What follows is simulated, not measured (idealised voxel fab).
The following is a process module called voxel spacer lines.
Each square cell in cross-section cut measures 5 nm, and the section as a whole is 225 nm wide.
How to read a cross-section here: the picture is a grid of square cells, written as bands going from the top down, and any band can span one or more rows of cells. The entry gives the band's vertical extent as a top height and a bottom height in nm, then its horizontal make-up as materials from left to right, each with a width in nm. "empty" stands for empty space; a single material marked "full width" fills the band edge to edge. Measure heights from 0. That's the level where, below it, the as-received wafer is all one material. The lowest band is bottomless and extends downward; write it as in "from 0 down". The width entry "30..40" should be interpreted row by row: the top row of cells in the band takes the first number, the bottom row takes the second number, and the change between adjacent rows is uniform throughout. Given "identical to before" for a step, no cell of the cross-section differs between before and after that step. Empty spaces without an open route to the top, at least 8 cells in extent, make up the entry "Closed-off voids"; each is given as width x height at distance, where the distance is measured from the left edge, and all are in nm. It should be noted that, on the line of a given step, the content following the step's settings is a remark produced by the simulator itself with respect to that step. The setting "overlay nm" may be written on the line of a step. When the step uses a mask, the value reports how far to the right of the planned place the mask lay, and a negative value reports that it lay to the left.
[Here's what the planned process steps look like]
1: RECEIVE, material Si
2: CONFORMAL_DEP, material Al2O3, thk nm 10
3: DIRECTIONAL_DEP, material polySi, thk nm 15
4: DIRECTIONAL_DEP, material aC, thk nm 30
5: PATTERN, tone cover, mask id MANDREL, material resist, width nm 20, pitch nm 60, thk nm 35, overlay nm 0
6: DIRECTIONAL_ETCH, etch materials aC, depth nm 30
7: STRIP, etch materials resist
8: CONFORMAL_DEP, material SiO2, thk nm 10
9: DIRECTIONAL_ETCH, etch materials SiO2, depth nm 10
10: STRIP, etch materials aC
11: DIRECTIONAL_ETCH, etch materials polySi, depth nm 15
12: STRIP, etch materials SiO2
[Received-state cross-section, reflecting completion of step 1]
from 0 down = Si full width
Closed-off voids: none
[The cross-section shown corresponds to the wafer at the conclusion of the module. The initial structure and the process plan are those presented above; however, one mistake occurred in executing the plan]
from 25 to 10 = empty 65 / polySi 10 / empty 15 / polySi 10 / empty 25 / polySi 10 / empty 15 / polySi 10 / empty 65
from 10 to 0 = Al2O3 full width
from 0 down = Si full width
Closed-off voids: none
Heads up, the wafer didn't run the way we planned it: not per plan at step 5, really ran PATTERN, tone cover, mask id MANDREL, material resist, width nm 15, pitch nm 60, thk nm 35, overlay nm 0
